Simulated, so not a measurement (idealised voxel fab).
process module | voxel self aligned vias
cross-section cut | 220 nm wide | cells 5 nm
A cross-section is a grid of square cells, given in bands from the top down. A band is one or more rows of cells.
Each band's line starts with the height of the band's top and of its bottom, in nm. Then come its materials from left to right, each with its width in nm. One material with "throughout" fills the band from edge to edge. "air" is empty space.
Height 0 is the level under which the wafer as received is all one material. The lowest band goes on downwards, as in "0 down".
A width such as "30 to 40" changes by the same amount from each row of cells to the next, from the band's top row to its bottom row.
"no change" after a step means that no cell of the cross-section changed.
closed voids: empty space of 8 cells or more with no open way to the top, each as width x height at its distance from the left edge, in nm
after a step's settings: what the simulator itself notes on the step
overlay nm, on a step with a mask: how far to the right of its planned place the mask lay; to the left if negative
plan
1 op RECEIVE | material Si
2 op CONFORMAL_DEP | material SiO2 | thk nm 15
3 op CONFORMAL_DEP | material SiCN | thk nm 5
4 op DIRECTIONAL_DEP | material lowk | thk nm 30
5 op DIRECTIONAL_DEP | material aC | thk nm 15
6 op PATTERN | tone open | mask id LINES | material resist | width nm 20 | pitch nm 65 | thk nm 35 | overlay nm 0
7 op DIRECTIONAL_ETCH | etch materials aC | depth nm 15
8 op STRIP | etch materials resist
9 op DIRECTIONAL_ETCH | etch materials lowk | depth nm 30
10 op STRIP | etch materials aC
11 op CONFORMAL_DEP | material TiN | thk nm 5
12 op FILL_DEP | material W | thk nm 5
13 op CMP | height nm 50
14 op SELECTIVE_ETCH | etch materials W Ru TiN | depth nm 5
15 op FILL_DEP | material SiN | thk nm 5
16 op CMP | height nm 50
17 op DIRECTIONAL_DEP | material lowk | thk nm 15
18 op MASKED_ETCH | tone open | mask id VIAS | width nm 40 | pitch nm 65 | etch materials lowk | depth nm 15 | overlay nm 0
19 op MASKED_ETCH | tone open | mask id VIAS | width nm 40 | pitch nm 65 | etch materials SiN | depth nm 5 | overlay nm 0
20 op CONFORMAL_DEP | material TiN | thk nm 5
21 op FILL_DEP | material Cu | thk nm 5
22 op CMP | height nm 65
23 op CONFORMAL_DEP | material SiN | thk nm 5
first wafer, as planned
as received, after step 1
  0 down: Si throughout
  closed voids: none
after step 2
  15 to 0: SiO2 throughout
  below 0: unchanged
after step 3
  20 to 15: SiCN throughout
  below 15: unchanged
after step 4
  50 to 20: lowk throughout
  below 20: unchanged
after step 5
  65 to 50: aC throughout
  below 50: unchanged
after step 6
  100 to 65: resist 65 | air 20 | resist 45 | air 20 | resist 70
  below 65: unchanged
after step 7
  85 to 65: resist 65 | air 20 | resist 45 | air 20 | resist 70
  65 to 50: aC 65 | air 20 | aC 45 | air 20 | aC 70
  below 50: unchanged
after step 8
  65 to 50: aC 65 | air 20 | aC 45 | air 20 | aC 70
  below 50: unchanged
after step 9
  65 to 50: aC 65 | air 20 | aC 45 | air 20 | aC 70
  50 to 20: lowk 65 | air 20 | lowk 45 | air 20 | lowk 70
  below 20: unchanged
after step 10
  50 to 20: lowk 65 | air 20 | lowk 45 | air 20 | lowk 70
  below 20: unchanged
after step 11
  55 to 50: TiN 70 | air 10 | TiN 55 | air 10 | TiN 75
  50 to 25: lowk 65 | TiN 5 | air 10 | TiN 5 | lowk 45 | TiN 5 | air 10 | TiN 5 | lowk 70
  25 to 20: lowk 65 | TiN 20 | lowk 45 | TiN 20 | lowk 70
  below 20: unchanged
after step 12
  60 to 55: W throughout
  55 to 50: TiN 70 | W 10 | TiN 55 | W 10 | TiN 75
  50 to 25: lowk 65 | TiN 5 | W 10 | TiN 5 | lowk 45 | TiN 5 | W 10 | TiN 5 | lowk 70
  below 25: unchanged
after step 13
  50 to 25: lowk 65 | TiN 5 | W 10 | TiN 5 | lowk 45 | TiN 5 | W 10 | TiN 5 | lowk 70
  below 25: unchanged
after step 14
  50 to 45: lowk 65 | air 20 | lowk 45 | air 20 | lowk 70
  below 45: unchanged
after step 15
  55 to 50: SiN throughout
  50 to 45: lowk 65 | SiN 20 | lowk 45 | SiN 20 | lowk 70
  below 45: unchanged
after step 16
  50 to 45: lowk 65 | SiN 20 | lowk 45 | SiN 20 | lowk 70
  below 45: unchanged
after step 17
  65 to 50: lowk throughout
  below 50: unchanged
after step 18
  65 to 50: lowk 55 | air 40 | lowk 25 | air 40 | lowk 60
  below 50: unchanged
after step 19
  65 to 50: lowk 55 | air 40 | lowk 25 | air 40 | lowk 60
  50 to 45: lowk 65 | air 20 | lowk 45 | air 20 | lowk 70
  below 45: unchanged
after step 20
  70 to 65: TiN 60 | air 30 | TiN 35 | air 30 | TiN 65
  65 to 55: lowk 55 | TiN 5 | air 30 | TiN 5 | lowk 25 | TiN 5 | air 30 | TiN 5 | lowk 60
  55 to 50: lowk 55 | TiN 15 | air 10 | TiN 15 | lowk 25 | TiN 15 | air 10 | TiN 15 | lowk 60
  50 to 45: lowk 65 | TiN 20 | lowk 45 | TiN 20 | lowk 70
  below 45: unchanged
after step 21
  75 to 70: Cu throughout
  70 to 65: TiN 60 | Cu 30 | TiN 35 | Cu 30 | TiN 65
  65 to 55: lowk 55 | TiN 5 | Cu 30 | TiN 5 | lowk 25 | TiN 5 | Cu 30 | TiN 5 | lowk 60
  55 to 50: lowk 55 | TiN 15 | Cu 10 | TiN 15 | lowk 25 | TiN 15 | Cu 10 | TiN 15 | lowk 60
  below 50: unchanged
after step 22
  65 to 55: lowk 55 | TiN 5 | Cu 30 | TiN 5 | lowk 25 | TiN 5 | Cu 30 | TiN 5 | lowk 60
  below 55: unchanged
after step 23
  70 to 65: SiN throughout
  below 65: unchanged
second wafer: like start, like plan, one mistake. Through step 17 it matches the first wafer
when step 18 should have ended
  65 to 50: lowk 60 | air 35 | lowk 30 | air 35 | lowk 60
  below 50: unchanged
when step 19 should have ended
  65 to 50: lowk 60 | air 35 | lowk 30 | air 35 | lowk 60
  50 to 45: lowk 65 | air 20 | lowk 45 | air 20 | lowk 70
  below 45: unchanged
when step 20 should have ended
  70 to 65: TiN 65 | air 25 | TiN 40 | air 25 | TiN 65
  65 to 55: lowk 60 | TiN 5 | air 25 | TiN 5 | lowk 30 | TiN 5 | air 25 | TiN 5 | lowk 60
  55 to 50: lowk 60 | TiN 10 | air 10 | TiN 15 | lowk 30 | TiN 10 | air 10 | TiN 15 | lowk 60
  50 to 45: lowk 65 | TiN 20 | lowk 45 | TiN 20 | lowk 70
  below 45: unchanged
when step 21 should have ended
  75 to 70: Cu throughout
  70 to 65: TiN 65 | Cu 25 | TiN 40 | Cu 25 | TiN 65
  65 to 55: lowk 60 | TiN 5 | Cu 25 | TiN 5 | lowk 30 | TiN 5 | Cu 25 | TiN 5 | lowk 60
  55 to 50: lowk 60 | TiN 10 | Cu 10 | TiN 15 | lowk 30 | TiN 10 | Cu 10 | TiN 15 | lowk 60
  below 50: unchanged
when step 22 should have ended
  65 to 55: lowk 60 | TiN 5 | Cu 25 | TiN 5 | lowk 30 | TiN 5 | Cu 25 | TiN 5 | lowk 60
  below 55: unchanged
when step 23 should have ended
  70 to 65: SiN throughout
  below 65: unchanged
what went wrong: step 18 ran as: op MASKED_ETCH | tone open | mask id VIAS | width nm 35 | pitch nm 65 | etch materials lowk | depth nm 15 | overlay nm 0
at the end the second wafer has, in cells: 4 fewer of Cu | 2 fewer of TiN | 6 more of lowk
